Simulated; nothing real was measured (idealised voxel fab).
The following process module bears the name voxel spacer lines.
Cross-sectional view cut (width: 270 nm; square cell size: 5 nm).
A cross-section in this document is a grid of square cells, and it is written down as bands, the top band listed before the ones below it; a band is made up of one or more rows of cells.
For a band, the entry starts with two heights in nm, that of the top and then that of the bottom, and carries on with the band's materials in order from left to right, each alongside its width in nm; the word "throughout" beside a single material means it fills the band edge to edge, and "air" means empty space.
Where do heights start? At 0: under that level the wafer as delivered is made of one material only. And the lowest band has no floor; it just carries on downward, as in "0 -> down".
So if you see something like "30->40" for the width, read it as the top row of the band sitting at the first number and the bottom row at the second, with every row in between moving by the same amount as the last.
No cell of the cross-section changed in a step that is given as "nothing got changed".
"Enclosed voids" specifies each empty space that is not open to the top and that occupies no fewer than 8 cells, using the form width x height at distance, the distance measured from the left edge and all three quantities in nm.
Heads up: the bit after the settings on a step's line is the simulator's remark on that step.
Regarding "overlay nm": on a step with a mask, it is the distance the mask lay to the right of its planned place; a negative value places it to the left.
Pairs follow: section before one process step, section after it down to the lowest changed band, step with settings underneath. Pairs may come from different runs of this module on the same starting wafer; continuity with the pair above only as stated in the "Pre-step section" entry.
Pre-step section:
> 0 -> down | Si throughout
> Enclosed voids: none
Resultant Cross-Section:
> 10 -> 0 | SiO2 throughout
> Nothing below the height 0 has changed.
> Enclosed voids: none
Step between the cross-sections above: CONFORMAL_DEP | material SiO2 | thk nm 10
Pre-step section: see the after view in the pair directly above.
Resultant Cross-Section:
> 25 -> 10 | W throughout
> Nothing below the height 10 has changed.
> Enclosed voids: none
Step between the cross-sections above: DIRECTIONAL_DEP | material W | thk nm 15
Pre-step section: see the after view in the pair directly above.
Resultant Cross-Section:
> 55 -> 25 | polySi throughout
> Nothing below the height 25 has changed.
> Enclosed voids: none
Step between the cross-sections above: DIRECTIONAL_DEP | material polySi | thk nm 30
Pre-step section: see the after view in the pair directly above.
Resultant Cross-Section:
> 95 -> 55 | air 80, resist 25, air 55, resist 25, air 85
> Nothing below the height 55 has changed.
> Enclosed voids: none
Step between the cross-sections above: PATTERN | tone cover | mask id MANDREL | material resist | width nm 25 | pitch nm 80 | thk nm 40 | overlay nm 0
Pre-step section: see the after view in the pair directly above.
Resultant Cross-Section:
> 95 -> 55 | air 80, resist 25, air 55, resist 25, air 85
> 55 -> 25 | air 80, polySi 25, air 55, polySi 25, air 85
> Nothing below the height 25 has changed.
> Enclosed voids: none
Step between the cross-sections above: DIRECTIONAL_ETCH | etch materials polySi | depth nm 30
Pre-step section: see the after view in the pair directly above.
Resultant Cross-Section:
> 55 -> 25 | air 80, polySi 25, air 55, polySi 25, air 85
> Nothing below the height 25 has changed.
> Enclosed voids: none
Step between the cross-sections above: STRIP | etch materials resist
Pre-step section: see the after view in the pair directly above.
Resultant Cross-Section:
> 70 -> 55 | air 65, SiN 55, air 25, SiN 55, air 70
> 55 -> 40 | air 65, SiN 15, polySi 25, SiN 15, air 25, SiN 15, polySi 25, SiN 15, air 70
> 40 -> 25 | SiN 80, polySi 25, SiN 55, polySi 25, SiN 85
> Nothing below the height 25 has changed.
> Enclosed voids: none
Step between the cross-sections above: CONFORMAL_DEP | material SiN | thk nm 15
Pre-step section: see the after view in the pair directly above.
Resultant Cross-Section:
> 55 -> 25 | air 65, SiN 15, polySi 25, SiN 15, air 25, SiN 15, polySi 25, SiN 15, air 70
> Nothing below the height 25 has changed.
> Enclosed voids: none
Step between the cross-sections above: DIRECTIONAL_ETCH | etch materials SiN | depth nm 15
Pre-step section: see the after view in the pair directly above.
Resultant Cross-Section:
> 55 -> 25 | air 65, SiN 15, air 25, SiN 15, air 25, SiN 15, air 25, SiN 15, air 70
> Nothing below the height 25 has changed.
> Enclosed voids: none
Step between the cross-sections above: STRIP | etch materials polySi
Pre-step section: see the after view in the pair directly above.
Resultant Cross-Section:
> 55 -> 25 | air 65, SiN 15, air 25, SiN 15, air 25, SiN 15, air 25, SiN 15, air 70
> 25 -> 10 | air 65, W 15, air 25, W 15, air 25, W 15, air 25, W 15, air 70
> Nothing below the height 10 has changed.
> Enclosed voids: none
Step between the cross-sections above: DIRECTIONAL_ETCH | etch materials W | depth nm 15
Pre-step section: see the after view in the pair directly above.
Resultant Cross-Section:
> 25 -> 10 | air 65, W 15, air 25, W 15, air 25, W 15, air 25, W 15, air 70
> Nothing below the height 10 has changed.
> Enclosed voids: none
Step between the cross-sections above: STRIP | etch materials SiN
Pre-step section: see the after view in the pair directly above.
Resultant Cross-Section:
> 35 -> 25 | SiO2 throughout
> 25 -> 10 | SiO2 65, W 15, SiO2 25, W 15, SiO2 25, W 15, SiO2 25, W 15, SiO2 70
> Nothing below the height 10 has changed.
> Enclosed voids: none
Step between the cross-sections above: FILL_DEP | material SiO2 | thk nm 10
Pre-step section: see the after view in the pair directly above.
Resultant Cross-Section:
> 25 -> 10 | SiO2 65, W 15, SiO2 25, W 15, SiO2 25, W 15, SiO2 25, W 15, SiO2 70
> Nothing below the height 10 has changed.
> Enclosed voids: none
Step between the cross-sections above: CMP | height nm 25
Pre-step section:
> 0 -> down | Si throughout
> Enclosed voids: none
Resultant Cross-Section:
> 15 -> 0 | W throughout
> Nothing below the height 0 has changed.
> Enclosed voids: none
Step between the cross-sections above: DIRECTIONAL_DEP | material W | thk nm 15
Pre-step section: see the after view in the pair directly above.
Resultant Cross-Section:
> 45 -> 15 | polySi throughout
> Nothing below the height 15 has changed.
> Enclosed voids: none
Step between the cross-sections above: DIRECTIONAL_DEP | material polySi | thk nm 30
Pre-step section: see the after view in the pair directly above.
Resultant Cross-Section:
> 85 -> 45 | air 80, resist 25, air 55, resist 25, air 85
> Nothing below the height 45 has changed.
> Enclosed voids: none
Step between the cross-sections above: PATTERN | tone cover | mask id MANDREL | material resist | width nm 25 | pitch nm 80 | thk nm 40 | overlay nm 0
Pre-step section: see the after view in the pair directly above.
Resultant Cross-Section:
> 85 -> 45 | air 80, resist 25, air 55, resist 25, air 85
> 45 -> 15 | air 80, polySi 25, air 55, polySi 25, air 85
> Nothing below the height 15 has changed.
> Enclosed voids: none
Step between the cross-sections above: DIRECTIONAL_ETCH | etch materials polySi | depth nm 30
Pre-step section: see the after view in the pair directly above.
Resultant Cross-Section:
> 45 -> 15 | air 80, polySi 25, air 55, polySi 25, air 85
> Nothing below the height 15 has changed.
> Enclosed voids: none
Step between the cross-sections above: STRIP | etch materials resist
Pre-step section: see the after view in the pair directly above.
Resultant Cross-Section:
> 60 -> 45 | air 65, SiN 55, air 25, SiN 55, air 70
> 45 -> 30 | air 65, SiN 15, polySi 25, SiN 15, air 25, SiN 15, polySi 25, SiN 15, air 70
> 30 -> 15 | SiN 80, polySi 25, SiN 55, polySi 25, SiN 85
> Nothing below the height 15 has changed.
> Enclosed voids: none
Step between the cross-sections above: CONFORMAL_DEP | material SiN | thk nm 15
Pre-step section: see the after view in the pair directly above.
Resultant Cross-Section:
> 45 -> 15 | air 65, SiN 15, polySi 25, SiN 15, air 25, SiN 15, polySi 25, SiN 15, air 70
> Nothing below the height 15 has changed.
> Enclosed voids: none
Step between the cross-sections above: DIRECTIONAL_ETCH | etch materials SiN | depth nm 15
Pre-step section: see the after view in the pair directly above.
Resultant Cross-Section:
> 45 -> 15 | air 65, SiN 15, air 25, SiN 15, air 25, SiN 15, air 25, SiN 15, air 70
> Nothing below the height 15 has changed.
> Enclosed voids: none
Step between the cross-sections above: STRIP | etch materials polySi
Pre-step section: see the after view in the pair directly above.
Resultant Cross-Section:
> 45 -> 15 | air 65, SiN 15, air 25, SiN 15, air 25, SiN 15, air 25, SiN 15, air 70
> 15 -> 0 | air 65, W 15, air 25, W 15, air 25, W 15, air 25, W 15, air 70
> Nothing below the height 0 has changed.
> Enclosed voids: none
Step between the cross-sections above: DIRECTIONAL_ETCH | etch materials W | depth nm 15
Pre-step section: see the after view in the pair directly above.
Resultant Cross-Section:
> 15 -> 0 | air 65, W 15, air 25, W 15, air 25, W 15, air 25, W 15, air 70
> Nothing below the height 0 has changed.
> Enclosed voids: none
Step between the cross-sections above: STRIP | etch materials SiN
Pre-step section: see the after view in the pair directly above.
Resultant Cross-Section:
> 25 -> 15 | SiO2 throughout
> 15 -> 0 | SiO2 65, W 15, SiO2 25, W 15, SiO2 25, W 15, SiO2 25, W 15, SiO2 70
> Nothing below the height 0 has changed.
> Enclosed voids: none
Step between the cross-sections above: FILL_DEP | material SiO2 | thk nm 10
Pre-step section:
> 35 -> 25 | SiO2 throughout
> 25 -> 10 | SiO2 65, W 15, SiO2 25, W 15, SiO2 25, W 15, SiO2 25, W 15, SiO2 70
> 10 -> 0 | SiO2 throughout
> 0 -> down | Si throughout
> Enclosed voids: none
Resultant Cross-Section:
> 45 -> 25 | SiO2 throughout
> Nothing below the height 25 has changed.
> Enclosed voids: none
Step between the cross-sections above: FILL_DEP | material SiO2 | thk nm 10
Pre-step section: see the after view in the pair directly above.
Resultant Cross-Section:
> 25 -> 10 | SiO2 65, W 15, SiO2 25, W 15, SiO2 25, W 15, SiO2 25, W 15, SiO2 70
> Nothing below the height 10 has changed.
> Enclosed voids: none
Step between the cross-sections above: CMP | height nm 25
Pre-step section:
> 10 -> 0 | SiO2 throughout
> 0 -> down | Si throughout
> Enclosed voids: none
Resultant Cross-Section:
> 40 -> 10 | polySi throughout
> Nothing below the height 10 has changed.
> Enclosed voids: none
Step between the cross-sections above: DIRECTIONAL_DEP | material polySi | thk nm 30
Pre-step section: see the after view in the pair directly above.
Resultant Cross-Section:
> 55 -> 40 | W throughout
> Nothing below the height 40 has changed.
> Enclosed voids: none
Step between the cross-sections above: DIRECTIONAL_DEP | material W | thk nm 15
Pre-step section: see the after view in the pair directly above.
Resultant Cross-Section:
> 95 -> 55 | air 80, resist 25, air 55, resist 25, air 85
> Nothing below the height 55 has changed.
> Enclosed voids: none
Step between the cross-sections above: PATTERN | tone cover | mask id MANDREL | material resist | width nm 25 | pitch nm 80 | thk nm 40 | overlay nm 0
Pre-step section: see the after view in the pair directly above.
Resultant Cross-Section:
> 55 -> 40 | W throughout
> Nothing below the height 40 has changed.
> Enclosed voids: none
Step between the cross-sections above: STRIP | etch materials resist
Pre-step section: see the after view in the pair directly above.
Resultant Cross-Section:
> 70 -> 55 | SiN throughout
> Nothing below the height 55 has changed.
> Enclosed voids: none
Step between the cross-sections above: CONFORMAL_DEP | material SiN | thk nm 15
Pre-step section: see the after view in the pair directly above.
Resultant Cross-Section:
> 55 -> 40 | W throughout
> Nothing below the height 40 has changed.
> Enclosed voids: none
Step between the cross-sections above: DIRECTIONAL_ETCH | etch materials SiN | depth nm 15
Pre-step section: see the after view in the pair directly above.
Resultant Cross-Section:
> 40 -> 10 | polySi throughout
> Nothing below the height 10 has changed.
> Enclosed voids: none
Step between the cross-sections above: DIRECTIONAL_ETCH | etch materials W | depth nm 15
Pre-step section: see the after view in the pair directly above.
Resultant Cross-Section:
> 50 -> 40 | SiO2 throughout
> Nothing below the height 40 has changed.
> Enclosed voids: none
Step between the cross-sections above: FILL_DEP | material SiO2 | thk nm 10
Pre-step section: see the after view in the pair directly above.
Resultant Cross-Section:
> 25 -> 10 | polySi throughout
> Nothing below the height 10 has changed.
> Enclosed voids: none
Step between the cross-sections above: CMP | height nm 25
Pre-step section:
> 55 -> 25 | air 80, polySi 25, air 55, polySi 25, air 85
> 25 -> 10 | W throughout
> 10 -> 0 | SiO2 throughout
> 0 -> down | Si throughout
> Enclosed voids: none
Resultant Cross-Section:
> 65 -> 55 | air 70, SiN 45, air 35, SiN 45, air 75
> 55 -> 35 | air 70, SiN 10, polySi 25, SiN 10, air 35, SiN 10, polySi 25, SiN 10, air 75
> 35 -> 25 | SiN 80, polySi 25, SiN 55, polySi 25, SiN 85
> Nothing below the height 25 has changed.
> Enclosed voids: none
Step between the cross-sections above: CONFORMAL_DEP | material SiN | thk nm 10
Pre-step section: see the after view in the pair directly above.
Resultant Cross-Section:
> 55 -> 50 | air 80, polySi 25, air 55, polySi 25, air 85
> 50 -> 25 | air 70, SiN 10, polySi 25, SiN 10, air 35, SiN 10, polySi 25, SiN 10, air 75
> Nothing below the height 25 has changed.
> Enclosed voids: none
Step between the cross-sections above: DIRECTIONAL_ETCH | etch materials SiN | depth nm 15
Pre-step section: see the after view in the pair directly above.
Resultant Cross-Section:
> 50 -> 25 | air 70, SiN 10, air 25, SiN 10, air 35, SiN 10, air 25, SiN 10, air 75
> Nothing below the height 25 has changed.
> Enclosed voids: none
Step between the cross-sections above: STRIP | etch materials polySi
Pre-step section: see the after view in the pair directly above.
Resultant Cross-Section:
> 50 -> 25 | air 70, SiN 10, air 25, SiN 10, air 35, SiN 10, air 25, SiN 10, air 75
> 25 -> 10 | air 70, W 10, air 25, W 10, air 35, W 10, air 25, W 10, air 75
> Nothing below the height 10 has changed.
> Enclosed voids: none
Step between the cross-sections above: DIRECTIONAL_ETCH | etch materials W | depth nm 15
Pre-step section: see the after view in the pair directly above.
Resultant Cross-Section:
> 25 -> 10 | air 70, W 10, air 25, W 10, air 35, W 10, air 25, W 10, air 75
> Nothing below the height 10 has changed.
> Enclosed voids: none
Step between the cross-sections above: STRIP | etch materials SiN
Pre-step section: see the after view in the pair directly above.
Resultant Cross-Section:
> 35 -> 25 | SiO2 throughout
> 25 -> 10 | SiO2 70, W 10, SiO2 25, W 10, SiO2 35, W 10, SiO2 25, W 10, SiO2 75
> Nothing below the height 10 has changed.
> Enclosed voids: none
Step between the cross-sections above: FILL_DEP | material SiO2 | thk nm 10
Pre-step section: see the after view in the pair directly above.
Resultant Cross-Section:
> 25 -> 10 | SiO2 70, W 10, SiO2 25, W 10, SiO2 35, W 10, SiO2 25, W 10, SiO2 75
> Nothing below the height 10 has changed.
> Enclosed voids: none
Step between the cross-sections above: CMP | height nm 25
Pre-step section:
> 55 -> 25 | polySi throughout
> 25 -> 10 | W throughout
> 10 -> 0 | SiO2 throughout
> 0 -> down | Si throughout
> Enclosed voids: none
Resultant Cross-Section:
> 95 -> 55 | air 75, resist 35, air 45, resist 35, air 80
> Nothing below the height 55 has changed.
> Enclosed voids: none
Step between the cross-sections above: PATTERN | tone cover | mask id MANDREL | material resist | width nm 35 | pitch nm 80 | thk nm 40 | overlay nm 0
Pre-step section: see the after view in the pair directly above.
Resultant Cross-Section:
> 95 -> 55 | air 75, resist 35, air 45, resist 35, air 80
> 55 -> 25 | air 75, polySi 35, air 45, polySi 35, air 80
> Nothing below the height 25 has changed.
> Enclosed voids: none
Step between the cross-sections above: DIRECTIONAL_ETCH | etch materials polySi | depth nm 30
Pre-step section: see the after view in the pair directly above.
Resultant Cross-Section:
> 55 -> 25 | air 75, polySi 35, air 45, polySi 35, air 80
> Nothing below the height 25 has changed.
> Enclosed voids: none
Step between the cross-sections above: STRIP | etch materials resist
Pre-step section: see the after view in the pair directly above.
Resultant Cross-Section:
> 70 -> 55 | air 60, SiN 65, air 15, SiN 65, air 65
> 55 -> 40 | air 60, SiN 15, polySi 35, SiN 15, air 15, SiN 15, polySi 35, SiN 15, air 65
> 40 -> 25 | SiN 75, polySi 35, SiN 45, polySi 35, SiN 80
> Nothing below the height 25 has changed.
> Enclosed voids: none
Step between the cross-sections above: CONFORMAL_DEP | material SiN | thk nm 15
Pre-step section: see the after view in the pair directly above.
Resultant Cross-Section:
> 55 -> 25 | air 60, SiN 15, polySi 35, SiN 15, air 15, SiN 15, polySi 35, SiN 15, air 65
> Nothing below the height 25 has changed.
> Enclosed voids: none
Step between the cross-sections above: DIRECTIONAL_ETCH | etch materials SiN | depth nm 15
Pre-step section: see the after view in the pair directly above.
Resultant Cross-Section:
> 55 -> 25 | air 60, SiN 15, air 35, SiN 15, air 15, SiN 15, air 35, SiN 15, air 65
> Nothing below the height 25 has changed.
> Enclosed voids: none
Step between the cross-sections above: STRIP | etch materials polySi
Pre-step section: see the after view in the pair directly above.
Resultant Cross-Section:
> 55 -> 25 | air 60, SiN 15, air 35, SiN 15, air 15, SiN 15, air 35, SiN 15, air 65
> 25 -> 10 | air 60, W 15, air 35, W 15, air 15, W 15, air 35, W 15, air 65
> Nothing below the height 10 has changed.
> Enclosed voids: none
Step between the cross-sections above: DIRECTIONAL_ETCH | etch materials W | depth nm 15
Pre-step section: see the after view in the pair directly above.
Resultant Cross-Section:
> 25 -> 10 | air 60, W 15, air 35, W 15, air 15, W 15, air 35, W 15, air 65
> Nothing below the height 10 has changed.
> Enclosed voids: none
Step between the cross-sections above: STRIP | etch materials SiN
Pre-step section: see the after view in the pair directly above.
Resultant Cross-Section:
> 35 -> 25 | SiO2 throughout
> 25 -> 10 | SiO2 60, W 15, SiO2 35, W 15, SiO2 15, W 15, SiO2 35, W 15, SiO2 65
> Nothing below the height 10 has changed.
> Enclosed voids: none
Step between the cross-sections above: FILL_DEP | material SiO2 | thk nm 10
Pre-step section: see the after view in the pair directly above.
Resultant Cross-Section:
> 25 -> 10 | SiO2 60, W 15, SiO2 35, W 15, SiO2 15, W 15, SiO2 35, W 15, SiO2 65
> Nothing below the height 10 has changed.
> Enclosed voids: none
Step between the cross-sections above: CMP | height nm 25
Pre-step section:
> 55 -> 25 | polySi throughout
> 25 -> 10 | W throughout
> 10 -> 0 | SiO2 throughout
> 0 -> down | Si throughout
> Enclosed voids: none
Resultant Cross-Section:
> 95 -> 55 | air 90, resist 25, air 55, resist 25, air 75
> Nothing below the height 55 has changed.
> Enclosed voids: none
Step between the cross-sections above: PATTERN | tone cover | mask id MANDREL | material resist | width nm 25 | pitch nm 80 | thk nm 40 | overlay nm 10
Pre-step section: see the after view in the pair directly above.
Resultant Cross-Section:
> 95 -> 55 | air 90, resist 25, air 55, resist 25, air 75
> 55 -> 25 | air 90, polySi 25, air 55, polySi 25, air 75
> Nothing below the height 25 has changed.
> Enclosed voids: none
Step between the cross-sections above: DIRECTIONAL_ETCH | etch materials polySi | depth nm 30
Pre-step section: see the after view in the pair directly above.
Resultant Cross-Section:
> 55 -> 25 | air 90, polySi 25, air 55, polySi 25, air 75
> Nothing below the height 25 has changed.
> Enclosed voids: none
Step between the cross-sections above: STRIP | etch materials resist
Pre-step section: see the after view in the pair directly above.
Resultant Cross-Section:
> 70 -> 55 | air 75, SiN 55, air 25, SiN 55, air 60
> 55 -> 40 | air 75, SiN 15, polySi 25, SiN 15, air 25, SiN 15, polySi 25, SiN 15, air 60
> 40 -> 25 | SiN 90, polySi 25, SiN 55, polySi 25, SiN 75
> Nothing below the height 25 has changed.
> Enclosed voids: none
Step between the cross-sections above: CONFORMAL_DEP | material SiN | thk nm 15
Pre-step section: see the after view in the pair directly above.
Resultant Cross-Section:
> 55 -> 25 | air 75, SiN 15, polySi 25, SiN 15, air 25, SiN 15, polySi 25, SiN 15, air 60
> Nothing below the height 25 has changed.
> Enclosed voids: none
Step between the cross-sections above: DIRECTIONAL_ETCH | etch materials SiN | depth nm 15
Pre-step section: see the after view in the pair directly above.
Resultant Cross-Section:
> 55 -> 25 | air 75, SiN 15, air 25, SiN 15, air 25, SiN 15, air 25, SiN 15, air 60
> Nothing below the height 25 has changed.
> Enclosed voids: none
Step between the cross-sections above: STRIP | etch materials polySi
Pre-step section: see the after view in the pair directly above.
Resultant Cross-Section:
> 55 -> 25 | air 75, SiN 15, air 25, SiN 15, air 25, SiN 15, air 25, SiN 15, air 60
> 25 -> 10 | air 75, W 15, air 25, W 15, air 25, W 15, air 25, W 15, air 60
> Nothing below the height 10 has changed.
> Enclosed voids: none
Step between the cross-sections above: DIRECTIONAL_ETCH | etch materials W | depth nm 15
Pre-step section: see the after view in the pair directly above.
Resultant Cross-Section:
> 25 -> 10 | air 75, W 15, air 25, W 15, air 25, W 15, air 25, W 15, air 60
> Nothing below the height 10 has changed.
> Enclosed voids: none
Step between the cross-sections above: STRIP | etch materials SiN
Pre-step section: see the after view in the pair directly above.
Resultant Cross-Section:
> 35 -> 25 | SiO2 throughout
> 25 -> 10 | SiO2 75, W 15, SiO2 25, W 15, SiO2 25, W 15, SiO2 25, W 15, SiO2 60
> Nothing below the height 10 has changed.
> Enclosed voids: none
Step between the cross-sections above: FILL_DEP | material SiO2 | thk nm 10
Pre-step section: see the after view in the pair directly above.
Resultant Cross-Section:
> 25 -> 10 | SiO2 75, W 15, SiO2 25, W 15, SiO2 25, W 15, SiO2 25, W 15, SiO2 60
> Nothing below the height 10 has changed.
> Enclosed voids: none
Step between the cross-sections above: CMP | height nm 25
Pre-step section:
> 10 -> 0 | SiO2 throughout
> 0 -> down | Si throughout
> Enclosed voids: none
Resultant Cross-Section:
> 25 -> 0 | SiO2 throughout
> Nothing below the height 0 has changed.
> Enclosed voids: none
Step between the cross-sections above: DIRECTIONAL_DEP | material SiO2 | thk nm 15
Pre-step section: see the after view in the pair directly above.
Resultant Cross-Section:
> 55 -> 25 | polySi throughout
> Nothing below the height 25 has changed.
> Enclosed voids: none
Step between the cross-sections above: DIRECTIONAL_DEP | material polySi | thk nm 30
Pre-step section: see the after view in the pair directly above.
Resultant Cross-Section:
> 95 -> 55 | air 80, resist 25, air 55, resist 25, air 85
> Nothing below the height 55 has changed.
> Enclosed voids: none
Step between the cross-sections above: PATTERN | tone cover | mask id MANDREL | material resist | width nm 25 | pitch nm 80 | thk nm 40 | overlay nm 0
Pre-step section: see the after view in the pair directly above.
Resultant Cross-Section:
> 95 -> 55 | air 80, resist 25, air 55, resist 25, air 85
> 55 -> 25 | air 80, polySi 25, air 55, polySi 25, air 85
> Nothing below the height 25 has changed.
> Enclosed voids: none
Step between the cross-sections above: DIRECTIONAL_ETCH | etch materials polySi | depth nm 30
Pre-step section: see the after view in the pair directly above.
Resultant Cross-Section:
> 55 -> 25 | air 80, polySi 25, air 55, polySi 25, air 85
> Nothing below the height 25 has changed.
> Enclosed voids: none
Step between the cross-sections above: STRIP | etch materials resist
Pre-step section: see the after view in the pair directly above.
Resultant Cross-Section:
> 70 -> 55 | air 65, SiN 55, air 25, SiN 55, air 70
> 55 -> 40 | air 65, SiN 15, polySi 25, SiN 15, air 25, SiN 15, polySi 25, SiN 15, air 70
> 40 -> 25 | SiN 80, polySi 25, SiN 55, polySi 25, SiN 85
> Nothing below the height 25 has changed.
> Enclosed voids: none
Step between the cross-sections above: CONFORMAL_DEP | material SiN | thk nm 15
Pre-step section: see the after view in the pair directly above.
Resultant Cross-Section:
> 55 -> 25 | air 65, SiN 15, polySi 25, SiN 15, air 25, SiN 15, polySi 25, SiN 15, air 70
> Nothing below the height 25 has changed.
> Enclosed voids: none
Step between the cross-sections above: DIRECTIONAL_ETCH | etch materials SiN | depth nm 15
Pre-step section: see the after view in the pair directly above.
Resultant Cross-Section:
> 55 -> 25 | air 65, SiN 15, air 25, SiN 15, air 25, SiN 15, air 25, SiN 15, air 70
> Nothing below the height 25 has changed.
> Enclosed voids: none
Step between the cross-sections above: STRIP | etch materials polySi
Pre-step section: see the after view in the pair directly above.
Resultant Cross-Section:
> 25 -> 0 | SiO2 throughout
> Nothing below the height 0 has changed.
> Enclosed voids: none
Step between the cross-sections above: STRIP | etch materials SiN
Pre-step section: see the after view in the pair directly above.
Resultant Cross-Section:
> 35 -> 0 | SiO2 throughout
> Nothing below the height 0 has changed.
> Enclosed voids: none
Step between the cross-sections above: FILL_DEP | material SiO2 | thk nm 10
Pre-step section: see the after view in the pair directly above.
Resultant Cross-Section:
> 25 -> 0 | SiO2 throughout
> Nothing below the height 0 has changed.
> Enclosed voids: none
Step between the cross-sections above: CMP | height nm 25
